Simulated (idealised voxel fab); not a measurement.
process module | voxel transistor to metal
cross-section cut | 150 nm wide | cells 5 nm
A cross-section is a grid of square cells, given in bands from the top down. A band is one or more rows of cells.
Each band's line starts with the height of the band's top and of its bottom, in nm. Then come its materials from left to right, each with its width in nm. One material with "throughout" fills the band from edge to edge. "air" is empty space.
Height 0 is the level under which the wafer as received is all one material. The lowest band goes on downwards, as in "0 down".
A width such as "30 to 40" changes by the same amount from each row of cells to the next, from the band's top row to its bottom row.
"no change" after a step means that no cell of the cross-section changed.
closed voids: empty space of 8 cells or more with no open way to the top, each as width x height at its distance from the left edge, in nm
after a step's settings: what the simulator itself notes on the step
overlay nm, on a step with a mask: how far to the right of its planned place the mask lay; to the left if negative
plan
1 op RECEIVE | material Si
2 op OXIDIZE | depth nm 5
3 op CONFORMAL_DEP | material SiN | thk nm 15
4 op DIRECTIONAL_DEP | material aC | thk nm 10
5 op PATTERN | tone cover | mask id ACTIVE | material resist | width nm 105 | thk nm 25 | overlay nm 0
6 op DIRECTIONAL_ETCH | etch materials aC | depth nm 10
7 op STRIP | etch materials resist
8 op DIRECTIONAL_ETCH | etch materials SiN | depth nm 15
9 op DIRECTIONAL_ETCH | etch materials SiO2 | depth nm 5
10 op DIRECTIONAL_ETCH | etch materials Si | depth nm 30
11 op STRIP | etch materials aC
12 op FILL_DEP | material SiO2 | thk nm 10
13 op CMP | height nm 15
14 op SELECTIVE_ETCH | etch materials SiO2 | depth nm 15
15 op STRIP | etch materials SiN
16 op SELECTIVE_ETCH | etch materials SiO2 | depth nm 5
17 op OXIDIZE | depth nm 5
18 op DIRECTIONAL_DEP | material polySi | thk nm 30
19 op DIRECTIONAL_DEP | material SiCN | thk nm 15
20 op DIRECTIONAL_DEP | material aC | thk nm 10
21 op PATTERN | tone cover | mask id GATE | material resist | width nm 25 | thk nm 25 | overlay nm 0
22 op DIRECTIONAL_ETCH | etch materials aC | depth nm 10
23 op STRIP | etch materials resist
24 op DIRECTIONAL_ETCH | etch materials SiCN | depth nm 25
25 op DIRECTIONAL_ETCH | etch materials polySi | depth nm 40
26 op STRIP | etch materials aC
27 op CONFORMAL_DEP | material SiN | thk nm 10
28 op DIRECTIONAL_ETCH | etch materials SiN | depth nm 10
29 op DIRECTIONAL_ETCH | etch materials SiO2 | depth nm 5
30 op DIRECTIONAL_ETCH | etch materials Si | depth nm 10
31 op EPI | material pSi | thk nm 10
32 op FILL_DEP | material SiO2 | thk nm 5
33 op CMP | height nm 25
34 op STRIP | etch materials polySi
35 op SELECTIVE_ETCH | etch materials SiO2 | depth nm 5
36 op CONFORMAL_DEP | material HfO2 | thk nm 5
37 op CONFORMAL_DEP | material TiN | thk nm 5
38 op FILL_DEP | material W | thk nm 5
39 op CMP | height nm 20
40 op DIRECTIONAL_DEP | material SiO2 | thk nm 15
41 op MASKED_ETCH | tone open | mask id CONTACT | width nm 20 | pitch nm 75 | etch materials SiO2 | depth nm 45 | overlay nm 0
42 op CONFORMAL_DEP | material TiN | thk nm 5
43 op FILL_DEP | material W | thk nm 5
44 op CMP | height nm 35
45 op DIRECTIONAL_DEP | material TiN | thk nm 5
46 op DIRECTIONAL_DEP | material W | thk nm 20
47 op MASKED_ETCH | tone cover | mask id METAL_1 | width nm 20 | pitch nm 75 | etch materials W | depth nm 20 | overlay nm 0
48 op MASKED_ETCH | tone cover | mask id METAL_1 | width nm 20 | pitch nm 75 | etch materials TiN | depth nm 5 | overlay nm 0
49 op CONFORMAL_DEP | material SiCN | thk nm 5
50 op FILL_DEP | material SiO2 | thk nm 5
51 op CMP | height nm 60
52 op CONFORMAL_DEP | material SiCN | thk nm 5
first wafer, as planned
as received, after step 1
  0 down: Si throughout
  closed voids: none
after step 2
  0 to -5: SiO2 throughout
  below -5: unchanged
after step 3
  15 to 0: SiN throughout
  below 0: unchanged
after step 4
  25 to 15: aC throughout
  below 15: unchanged
after step 5
  50 to 25: air 20 | resist 105 | air 25
  below 25: unchanged
after step 6
  40 to 25: air 20 | resist 105 | air 25
  25 to 15: air 20 | aC 105 | air 25
  below 15: unchanged
after step 7
  25 to 15: air 20 | aC 105 | air 25
  below 15: unchanged
after step 8
  25 to 15: air 20 | aC 105 | air 25
  15 to 0: air 20 | SiN 105 | air 25
  below 0: unchanged
after step 9
  25 to 15: air 20 | aC 105 | air 25
  15 to 0: air 20 | SiN 105 | air 25
  0 to -5: air 20 | SiO2 105 | air 25
  below -5: unchanged
after step 10
  25 to 15: air 20 | aC 105 | air 25
  15 to 0: air 20 | SiN 105 | air 25
  0 to -5: air 20 | SiO2 105 | air 25
  -5 to -35: air 20 | Si 105 | air 25
  below -35: unchanged
after step 11
  15 to 0: air 20 | SiN 105 | air 25
  below 0: unchanged
after step 12
  25 to 15: SiO2 throughout
  15 to 0: SiO2 20 | SiN 105 | SiO2 25
  0 to -5: SiO2 throughout
  -5 to -35: SiO2 20 | Si 105 | SiO2 25
  below -35: unchanged
after step 13
  15 to 0: SiO2 20 | SiN 105 | SiO2 25
  below 0: unchanged
after step 14
  15 to 0: air 20 | SiN 105 | air 25
  below 0: unchanged
after step 15
  0 to -5: SiO2 throughout
  below -5: unchanged
after step 16
  -5 to -35: SiO2 20 | Si 105 | SiO2 25
  below -35: unchanged
after step 17
  -5 to -10: SiO2 throughout
  below -10: unchanged
after step 18
  25 to -5: polySi throughout
  below -5: unchanged
after step 19
  40 to 25: SiCN throughout
  below 25: unchanged
after step 20
  50 to 40: aC throughout
  below 40: unchanged
after step 21
  75 to 50: air 60 | resist 25 | air 65
  below 50: unchanged
after step 22
  65 to 50: air 60 | resist 25 | air 65
  50 to 40: air 60 | aC 25 | air 65
  below 40: unchanged
after step 23
  50 to 40: air 60 | aC 25 | air 65
  below 40: unchanged
after step 24
  50 to 40: air 60 | aC 25 | air 65
  40 to 25: air 60 | SiCN 25 | air 65
  below 25: unchanged
after step 25
  50 to 40: air 60 | aC 25 | air 65
  40 to 25: air 60 | SiCN 25 | air 65
  25 to -5: air 60 | polySi 25 | air 65
  below -5: unchanged
after step 26
  40 to 25: air 60 | SiCN 25 | air 65
  below 25: unchanged
after step 27
  50 to 40: air 50 | SiN 45 | air 55
  40 to 25: air 50 | SiN 10 | SiCN 25 | SiN 10 | air 55
  25 to 5: air 50 | SiN 10 | polySi 25 | SiN 10 | air 55
  5 to -5: SiN 60 | polySi 25 | SiN 65
  below -5: unchanged
after step 28
  40 to 25: air 50 | SiN 10 | SiCN 25 | SiN 10 | air 55
  25 to -5: air 50 | SiN 10 | polySi 25 | SiN 10 | air 55
  below -5: unchanged
after step 29
  40 to 25: air 50 | SiN 10 | SiCN 25 | SiN 10 | air 55
  25 to -5: air 50 | SiN 10 | polySi 25 | SiN 10 | air 55
  -5 to -10: air 50 | SiO2 45 | air 55
  below -10: unchanged
after step 30
  40 to 25: air 50 | SiN 10 | SiCN 25 | SiN 10 | air 55
  25 to -5: air 50 | SiN 10 | polySi 25 | SiN 10 | air 55
  -5 to -10: air 50 | SiO2 45 | air 55
  -10 to -20: SiO2 20 | air 30 | Si 45 | air 30 | SiO2 25
  below -20: unchanged
after step 31
  40 to 25: air 50 | SiN 10 | SiCN 25 | SiN 10 | air 55
  25 to 0: air 50 | SiN 10 | polySi 25 | SiN 10 | air 55
  0 to -5: air 40 | pSi 10 | SiN 10 | polySi 25 | SiN 10 | pSi 10 | air 45
  -5 to -10: air 40 | pSi 10 | SiO2 45 | pSi 10 | air 45
  -10 to -20: SiO2 20 | pSi 30 | Si 45 | pSi 30 | SiO2 25
  below -20: unchanged
after step 32
  45 to 40: SiO2 throughout
  40 to 25: SiO2 50 | SiN 10 | SiCN 25 | SiN 10 | SiO2 55
  25 to 0: SiO2 50 | SiN 10 | polySi 25 | SiN 10 | SiO2 55
  0 to -5: SiO2 40 | pSi 10 | SiN 10 | polySi 25 | SiN 10 | pSi 10 | SiO2 45
  -5 to -10: SiO2 40 | pSi 10 | SiO2 45 | pSi 10 | SiO2 45
  below -10: unchanged
after step 33
  25 to 0: SiO2 50 | SiN 10 | polySi 25 | SiN 10 | SiO2 55
  below 0: unchanged
after step 34
  25 to 0: SiO2 50 | SiN 10 | air 25 | SiN 10 | SiO2 55
  0 to -5: SiO2 40 | pSi 10 | SiN 10 | air 25 | SiN 10 | pSi 10 | SiO2 45
  below -5: unchanged
after step 35
  25 to 20: air 50 | SiN 10 | air 25 | SiN 10 | air 55
  20 to 0: SiO2 50 | SiN 10 | air 25 | SiN 10 | SiO2 55
  0 to -5: SiO2 40 | pSi 10 | SiN 10 | air 25 | SiN 10 | pSi 10 | SiO2 45
  -5 to -10: SiO2 40 | pSi 10 | SiO2 5 | air 35 | SiO2 5 | pSi 10 | SiO2 45
  below -10: unchanged
after step 36
  30 to 25: air 45 | HfO2 20 | air 15 | HfO2 20 | air 50
  25 to 20: HfO2 50 | SiN 10 | HfO2 5 | air 15 | HfO2 5 | SiN 10 | HfO2 55
  20 to 0: SiO2 50 | SiN 10 | HfO2 5 | air 15 | HfO2 5 | SiN 10 | SiO2 55
  0 to -5: SiO2 40 | pSi 10 | SiN 10 | HfO2 5 | air 15 | HfO2 5 | SiN 10 | pSi 10 | SiO2 45
  -5 to -10: SiO2 40 | pSi 10 | SiO2 5 | HfO2 35 | SiO2 5 | pSi 10 | SiO2 45
  below -10: unchanged
after step 37
  35 to 30: air 40 | TiN 30 | air 5 | TiN 30 | air 45
  30 to 25: TiN 45 | HfO2 20 | TiN 5 | air 5 | TiN 5 | HfO2 20 | TiN 50
  25 to 20: HfO2 50 | SiN 10 | HfO2 5 | TiN 5 | air 5 | TiN 5 | HfO2 5 | SiN 10 | HfO2 55
  20 to 0: SiO2 50 | SiN 10 | HfO2 5 | TiN 5 | air 5 | TiN 5 | HfO2 5 | SiN 10 | SiO2 55
  0 to -5: SiO2 40 | pSi 10 | SiN 10 | HfO2 5 | TiN 15 | HfO2 5 | SiN 10 | pSi 10 | SiO2 45
  below -5: unchanged
after step 38
  40 to 35: W throughout
  35 to 30: W 40 | TiN 30 | W 5 | TiN 30 | W 45
  30 to 25: TiN 45 | HfO2 20 | TiN 5 | W 5 | TiN 5 | HfO2 20 | TiN 50
  25 to 20: HfO2 50 | SiN 10 | HfO2 5 | TiN 5 | W 5 | TiN 5 | HfO2 5 | SiN 10 | HfO2 55
  20 to 0: SiO2 50 | SiN 10 | HfO2 5 | TiN 5 | W 5 | TiN 5 | HfO2 5 | SiN 10 | SiO2 55
  below 0: unchanged
after step 39
  20 to 0: SiO2 50 | SiN 10 | HfO2 5 | TiN 5 | W 5 | TiN 5 | HfO2 5 | SiN 10 | SiO2 55
  below 0: unchanged
after step 40
  35 to 20: SiO2 throughout
  below 20: unchanged
after step 41
  35 to 20: SiO2 25 | air 20 | SiO2 55 | air 20 | SiO2 30
  20 to 0: SiO2 25 | air 20 | SiO2 5 | SiN 10 | HfO2 5 | TiN 5 | W 5 | TiN 5 | HfO2 5 | SiN 10 | SiO2 5 | air 20 | SiO2 30
  0 to -5: SiO2 25 | air 15 | pSi 10 | SiN 10 | HfO2 5 | TiN 15 | HfO2 5 | SiN 10 | pSi 10 | air 15 | SiO2 30
  -5 to -10: SiO2 25 | air 15 | pSi 10 | SiO2 5 | HfO2 35 | SiO2 5 | pSi 10 | air 15 | SiO2 30
  below -10: unchanged
after step 42
  40 to 35: TiN 30 | air 10 | TiN 65 | air 10 | TiN 35
  35 to 20: SiO2 25 | TiN 5 | air 10 | TiN 5 | SiO2 55 | TiN 5 | air 10 | TiN 5 | SiO2 30
  20 to 5: SiO2 25 | TiN 5 | air 10 | TiN 5 | SiO2 5 | SiN 10 | HfO2 5 | TiN 5 | W 5 | TiN 5 | HfO2 5 | SiN 10 | SiO2 5 | TiN 5 | air 10 | TiN 5 | SiO2 30
  5 to 0: SiO2 25 | TiN 5 | air 5 | TiN 10 | SiO2 5 | SiN 10 | HfO2 5 | TiN 5 | W 5 | TiN 5 | HfO2 5 | SiN 10 | SiO2 5 | TiN 10 | air 5 | TiN 5 | SiO2 30
  0 to -5: SiO2 25 | TiN 5 | air 5 | TiN 5 | pSi 10 | SiN 10 | HfO2 5 | TiN 15 | HfO2 5 | SiN 10 | pSi 10 | TiN 5 | air 5 | TiN 5 | SiO2 30
  -5 to -10: SiO2 25 | TiN 15 | pSi 10 | SiO2 5 | HfO2 35 | SiO2 5 | pSi 10 | TiN 15 | SiO2 30
  below -10: unchanged
after step 43
  45 to 40: W throughout
  40 to 35: TiN 30 | W 10 | TiN 65 | W 10 | TiN 35
  35 to 20: SiO2 25 | TiN 5 | W 10 | TiN 5 | SiO2 55 | TiN 5 | W 10 | TiN 5 | SiO2 30
  20 to 5: SiO2 25 | TiN 5 | W 10 | TiN 5 | SiO2 5 | SiN 10 | HfO2 5 | TiN 5 | W 5 | TiN 5 | HfO2 5 | SiN 10 | SiO2 5 | TiN 5 | W 10 | TiN 5 | SiO2 30
  5 to 0: SiO2 25 | TiN 5 | W 5 | TiN 10 | SiO2 5 | SiN 10 | HfO2 5 | TiN 5 | W 5 | TiN 5 | HfO2 5 | SiN 10 | SiO2 5 | TiN 10 | W 5 | TiN 5 | SiO2 30
  0 to -5: SiO2 25 | TiN 5 | W 5 | TiN 5 | pSi 10 | SiN 10 | HfO2 5 | TiN 15 | HfO2 5 | SiN 10 | pSi 10 | TiN 5 | W 5 | TiN 5 | SiO2 30
  below -5: unchanged
after step 44
  35 to 20: SiO2 25 | TiN 5 | W 10 | TiN 5 | SiO2 55 | TiN 5 | W 10 | TiN 5 | SiO2 30
  below 20: unchanged
after step 45
  40 to 35: TiN throughout
  below 35: unchanged
after step 46
  60 to 40: W throughout
  below 40: unchanged
after step 47
  60 to 40: air 25 | W 20 | air 55 | W 20 | air 30
  below 40: unchanged
after step 48
  60 to 40: air 25 | W 20 | air 55 | W 20 | air 30
  40 to 35: air 25 | TiN 20 | air 55 | TiN 20 | air 30
  below 35: unchanged
after step 49
  65 to 60: air 20 | SiCN 30 | air 45 | SiCN 30 | air 25
  60 to 40: air 20 | SiCN 5 | W 20 | SiCN 5 | air 45 | SiCN 5 | W 20 | SiCN 5 | air 25
  40 to 35: SiCN 25 | TiN 20 | SiCN 55 | TiN 20 | SiCN 30
  below 35: unchanged
after step 50
  70 to 65: SiO2 throughout
  65 to 60: SiO2 20 | SiCN 30 | SiO2 45 | SiCN 30 | SiO2 25
  60 to 40: SiO2 20 | SiCN 5 | W 20 | SiCN 5 | SiO2 45 | SiCN 5 | W 20 | SiCN 5 | SiO2 25
  below 40: unchanged
after step 51
  60 to 40: SiO2 20 | SiCN 5 | W 20 | SiCN 5 | SiO2 45 | SiCN 5 | W 20 | SiCN 5 | SiO2 25
  below 40: unchanged
after step 52
  65 to 60: SiCN throughout
  below 60: unchanged
second wafer: like start, like plan, one mistake. Through step 4 it matches the first wafer
when step 5 should have ended
  50 to 25: air 20 | resist 110 | air 20
  below 25: unchanged
when step 6 should have ended
  40 to 25: air 20 | resist 110 | air 20
  25 to 15: air 20 | aC 110 | air 20
  below 15: unchanged
when step 7 should have ended
  25 to 15: air 20 | aC 110 | air 20
  below 15: unchanged
when step 8 should have ended
  25 to 15: air 20 | aC 110 | air 20
  15 to 0: air 20 | SiN 110 | air 20
  below 0: unchanged
when step 9 should have ended
  25 to 15: air 20 | aC 110 | air 20
  15 to 0: air 20 | SiN 110 | air 20
  0 to -5: air 20 | SiO2 110 | air 20
  below -5: unchanged
when step 10 should have ended
  25 to 15: air 20 | aC 110 | air 20
  15 to 0: air 20 | SiN 110 | air 20
  0 to -5: air 20 | SiO2 110 | air 20
  -5 to -35: air 20 | Si 110 | air 20
  below -35: unchanged
when step 11 should have ended
  15 to 0: air 20 | SiN 110 | air 20
  below 0: unchanged
when step 12 should have ended
  25 to 15: SiO2 throughout
  15 to 0: SiO2 20 | SiN 110 | SiO2 20
  0 to -5: SiO2 throughout
  -5 to -35: SiO2 20 | Si 110 | SiO2 20
  below -35: unchanged
when step 13 should have ended
  15 to 0: SiO2 20 | SiN 110 | SiO2 20
  below 0: unchanged
when step 14 should have ended
  15 to 0: air 20 | SiN 110 | air 20
  below 0: unchanged
when step 15 should have ended
  0 to -5: SiO2 throughout
  below -5: unchanged
when step 16 should have ended
  -5 to -35: SiO2 20 | Si 110 | SiO2 20
  below -35: unchanged
when step 17 should have ended
  -5 to -10: SiO2 throughout
  below -10: unchanged
when step 18 should have ended
  25 to -5: polySi throughout
  below -5: unchanged
when step 19 should have ended
  40 to 25: SiCN throughout
  below 25: unchanged
when step 20 should have ended
  50 to 40: aC throughout
  below 40: unchanged
when step 21 should have ended
  75 to 50: air 60 | resist 25 | air 65
  below 50: unchanged
when step 22 should have ended
  65 to 50: air 60 | resist 25 | air 65
  50 to 40: air 60 | aC 25 | air 65
  below 40: unchanged
when step 23 should have ended
  50 to 40: air 60 | aC 25 | air 65
  below 40: unchanged
when step 24 should have ended
  50 to 40: air 60 | aC 25 | air 65
  40 to 25: air 60 | SiCN 25 | air 65
  below 25: unchanged
when step 25 should have ended
  50 to 40: air 60 | aC 25 | air 65
  40 to 25: air 60 | SiCN 25 | air 65
  25 to -5: air 60 | polySi 25 | air 65
  below -5: unchanged
when step 26 should have ended
  40 to 25: air 60 | SiCN 25 | air 65
  below 25: unchanged
when step 27 should have ended
  50 to 40: air 50 | SiN 45 | air 55
  40 to 25: air 50 | SiN 10 | SiCN 25 | SiN 10 | air 55
  25 to 5: air 50 | SiN 10 | polySi 25 | SiN 10 | air 55
  5 to -5: SiN 60 | polySi 25 | SiN 65
  below -5: unchanged
when step 28 should have ended
  40 to 25: air 50 | SiN 10 | SiCN 25 | SiN 10 | air 55
  25 to -5: air 50 | SiN 10 | polySi 25 | SiN 10 | air 55
  below -5: unchanged
when step 29 should have ended
  40 to 25: air 50 | SiN 10 | SiCN 25 | SiN 10 | air 55
  25 to -5: air 50 | SiN 10 | polySi 25 | SiN 10 | air 55
  -5 to -10: air 50 | SiO2 45 | air 55
  below -10: unchanged
when step 30 should have ended
  40 to 25: air 50 | SiN 10 | SiCN 25 | SiN 10 | air 55
  25 to -5: air 50 | SiN 10 | polySi 25 | SiN 10 | air 55
  -5 to -10: air 50 | SiO2 45 | air 55
  -10 to -20: SiO2 20 | air 30 | Si 45 | air 35 | SiO2 20
  below -20: unchanged
when step 31 should have ended
  40 to 25: air 50 | SiN 10 | SiCN 25 | SiN 10 | air 55
  25 to 0: air 50 | SiN 10 | polySi 25 | SiN 10 | air 55
  0 to -5: air 40 | pSi 10 | SiN 10 | polySi 25 | SiN 10 | pSi 10 | air 45
  -5 to -10: air 40 | pSi 10 | SiO2 45 | pSi 10 | air 45
  -10 to -20: SiO2 20 | pSi 30 | Si 45 | pSi 35 | SiO2 20
  below -20: unchanged
when step 32 should have ended
  45 to 40: SiO2 throughout
  40 to 25: SiO2 50 | SiN 10 | SiCN 25 | SiN 10 | SiO2 55
  25 to 0: SiO2 50 | SiN 10 | polySi 25 | SiN 10 | SiO2 55
  0 to -5: SiO2 40 | pSi 10 | SiN 10 | polySi 25 | SiN 10 | pSi 10 | SiO2 45
  -5 to -10: SiO2 40 | pSi 10 | SiO2 45 | pSi 10 | SiO2 45
  below -10: unchanged
when step 33 should have ended
  25 to 0: SiO2 50 | SiN 10 | polySi 25 | SiN 10 | SiO2 55
  below 0: unchanged
when step 34 should have ended
  25 to 0: SiO2 50 | SiN 10 | air 25 | SiN 10 | SiO2 55
  0 to -5: SiO2 40 | pSi 10 | SiN 10 | air 25 | SiN 10 | pSi 10 | SiO2 45
  below -5: unchanged
when step 35 should have ended
  25 to 20: air 50 | SiN 10 | air 25 | SiN 10 | air 55
  20 to 0: SiO2 50 | SiN 10 | air 25 | SiN 10 | SiO2 55
  0 to -5: SiO2 40 | pSi 10 | SiN 10 | air 25 | SiN 10 | pSi 10 | SiO2 45
  -5 to -10: SiO2 40 | pSi 10 | SiO2 5 | air 35 | SiO2 5 | pSi 10 | SiO2 45
  below -10: unchanged
when step 36 should have ended
  30 to 25: air 45 | HfO2 20 | air 15 | HfO2 20 | air 50
  25 to 20: HfO2 50 | SiN 10 | HfO2 5 | air 15 | HfO2 5 | SiN 10 | HfO2 55
  20 to 0: SiO2 50 | SiN 10 | HfO2 5 | air 15 | HfO2 5 | SiN 10 | SiO2 55
  0 to -5: SiO2 40 | pSi 10 | SiN 10 | HfO2 5 | air 15 | HfO2 5 | SiN 10 | pSi 10 | SiO2 45
  -5 to -10: SiO2 40 | pSi 10 | SiO2 5 | HfO2 35 | SiO2 5 | pSi 10 | SiO2 45
  below -10: unchanged
when step 37 should have ended
  35 to 30: air 40 | TiN 30 | air 5 | TiN 30 | air 45
  30 to 25: TiN 45 | HfO2 20 | TiN 5 | air 5 | TiN 5 | HfO2 20 | TiN 50
  25 to 20: HfO2 50 | SiN 10 | HfO2 5 | TiN 5 | air 5 | TiN 5 | HfO2 5 | SiN 10 | HfO2 55
  20 to 0: SiO2 50 | SiN 10 | HfO2 5 | TiN 5 | air 5 | TiN 5 | HfO2 5 | SiN 10 | SiO2 55
  0 to -5: SiO2 40 | pSi 10 | SiN 10 | HfO2 5 | TiN 15 | HfO2 5 | SiN 10 | pSi 10 | SiO2 45
  below -5: unchanged
when step 38 should have ended
  40 to 35: W throughout
  35 to 30: W 40 | TiN 30 | W 5 | TiN 30 | W 45
  30 to 25: TiN 45 | HfO2 20 | TiN 5 | W 5 | TiN 5 | HfO2 20 | TiN 50
  25 to 20: HfO2 50 | SiN 10 | HfO2 5 | TiN 5 | W 5 | TiN 5 | HfO2 5 | SiN 10 | HfO2 55
  20 to 0: SiO2 50 | SiN 10 | HfO2 5 | TiN 5 | W 5 | TiN 5 | HfO2 5 | SiN 10 | SiO2 55
  below 0: unchanged
when step 39 should have ended
  20 to 0: SiO2 50 | SiN 10 | HfO2 5 | TiN 5 | W 5 | TiN 5 | HfO2 5 | SiN 10 | SiO2 55
  below 0: unchanged
when step 40 should have ended
  35 to 20: SiO2 throughout
  below 20: unchanged
when step 41 should have ended
  35 to 20: SiO2 25 | air 20 | SiO2 55 | air 20 | SiO2 30
  20 to 0: SiO2 25 | air 20 | SiO2 5 | SiN 10 | HfO2 5 | TiN 5 | W 5 | TiN 5 | HfO2 5 | SiN 10 | SiO2 5 | air 20 | SiO2 30
  0 to -5: SiO2 25 | air 15 | pSi 10 | SiN 10 | HfO2 5 | TiN 15 | HfO2 5 | SiN 10 | pSi 10 | air 15 | SiO2 30
  -5 to -10: SiO2 25 | air 15 | pSi 10 | SiO2 5 | HfO2 35 | SiO2 5 | pSi 10 | air 15 | SiO2 30
  below -10: unchanged
when step 42 should have ended
  40 to 35: TiN 30 | air 10 | TiN 65 | air 10 | TiN 35
  35 to 20: SiO2 25 | TiN 5 | air 10 | TiN 5 | SiO2 55 | TiN 5 | air 10 | TiN 5 | SiO2 30
  20 to 5: SiO2 25 | TiN 5 | air 10 | TiN 5 | SiO2 5 | SiN 10 | HfO2 5 | TiN 5 | W 5 | TiN 5 | HfO2 5 | SiN 10 | SiO2 5 | TiN 5 | air 10 | TiN 5 | SiO2 30
  5 to 0: SiO2 25 | TiN 5 | air 5 | TiN 10 | SiO2 5 | SiN 10 | HfO2 5 | TiN 5 | W 5 | TiN 5 | HfO2 5 | SiN 10 | SiO2 5 | TiN 10 | air 5 | TiN 5 | SiO2 30
  0 to -5: SiO2 25 | TiN 5 | air 5 | TiN 5 | pSi 10 | SiN 10 | HfO2 5 | TiN 15 | HfO2 5 | SiN 10 | pSi 10 | TiN 5 | air 5 | TiN 5 | SiO2 30
  -5 to -10: SiO2 25 | TiN 15 | pSi 10 | SiO2 5 | HfO2 35 | SiO2 5 | pSi 10 | TiN 15 | SiO2 30
  below -10: unchanged
when step 43 should have ended
  45 to 40: W throughout
  40 to 35: TiN 30 | W 10 | TiN 65 | W 10 | TiN 35
  35 to 20: SiO2 25 | TiN 5 | W 10 | TiN 5 | SiO2 55 | TiN 5 | W 10 | TiN 5 | SiO2 30
  20 to 5: SiO2 25 | TiN 5 | W 10 | TiN 5 | SiO2 5 | SiN 10 | HfO2 5 | TiN 5 | W 5 | TiN 5 | HfO2 5 | SiN 10 | SiO2 5 | TiN 5 | W 10 | TiN 5 | SiO2 30
  5 to 0: SiO2 25 | TiN 5 | W 5 | TiN 10 | SiO2 5 | SiN 10 | HfO2 5 | TiN 5 | W 5 | TiN 5 | HfO2 5 | SiN 10 | SiO2 5 | TiN 10 | W 5 | TiN 5 | SiO2 30
  0 to -5: SiO2 25 | TiN 5 | W 5 | TiN 5 | pSi 10 | SiN 10 | HfO2 5 | TiN 15 | HfO2 5 | SiN 10 | pSi 10 | TiN 5 | W 5 | TiN 5 | SiO2 30
  below -5: unchanged
when step 44 should have ended
  35 to 20: SiO2 25 | TiN 5 | W 10 | TiN 5 | SiO2 55 | TiN 5 | W 10 | TiN 5 | SiO2 30
  below 20: unchanged
when step 45 should have ended
  40 to 35: TiN throughout
  below 35: unchanged
when step 46 should have ended
  60 to 40: W throughout
  below 40: unchanged
when step 47 should have ended
  60 to 40: air 25 | W 20 | air 55 | W 20 | air 30
  below 40: unchanged
when step 48 should have ended
  60 to 40: air 25 | W 20 | air 55 | W 20 | air 30
  40 to 35: air 25 | TiN 20 | air 55 | TiN 20 | air 30
  below 35: unchanged
when step 49 should have ended
  65 to 60: air 20 | SiCN 30 | air 45 | SiCN 30 | air 25
  60 to 40: air 20 | SiCN 5 | W 20 | SiCN 5 | air 45 | SiCN 5 | W 20 | SiCN 5 | air 25
  40 to 35: SiCN 25 | TiN 20 | SiCN 55 | TiN 20 | SiCN 30
  below 35: unchanged
when step 50 should have ended
  70 to 65: SiO2 throughout
  65 to 60: SiO2 20 | SiCN 30 | SiO2 45 | SiCN 30 | SiO2 25
  60 to 40: SiO2 20 | SiCN 5 | W 20 | SiCN 5 | SiO2 45 | SiCN 5 | W 20 | SiCN 5 | SiO2 25
  below 40: unchanged
when step 51 should have ended
  60 to 40: SiO2 20 | SiCN 5 | W 20 | SiCN 5 | SiO2 45 | SiCN 5 | W 20 | SiCN 5 | SiO2 25
  below 40: unchanged
when step 52 should have ended
  65 to 60: SiCN throughout
  below 60: unchanged
what went wrong: step 5 ran as: op PATTERN | tone cover | mask id ACTIVE | material resist | width nm 110 | thk nm 25 | overlay nm 0
at the end the second wafer has, in cells: 3 more of Si | 5 fewer of SiO2 | 2 more of pSi
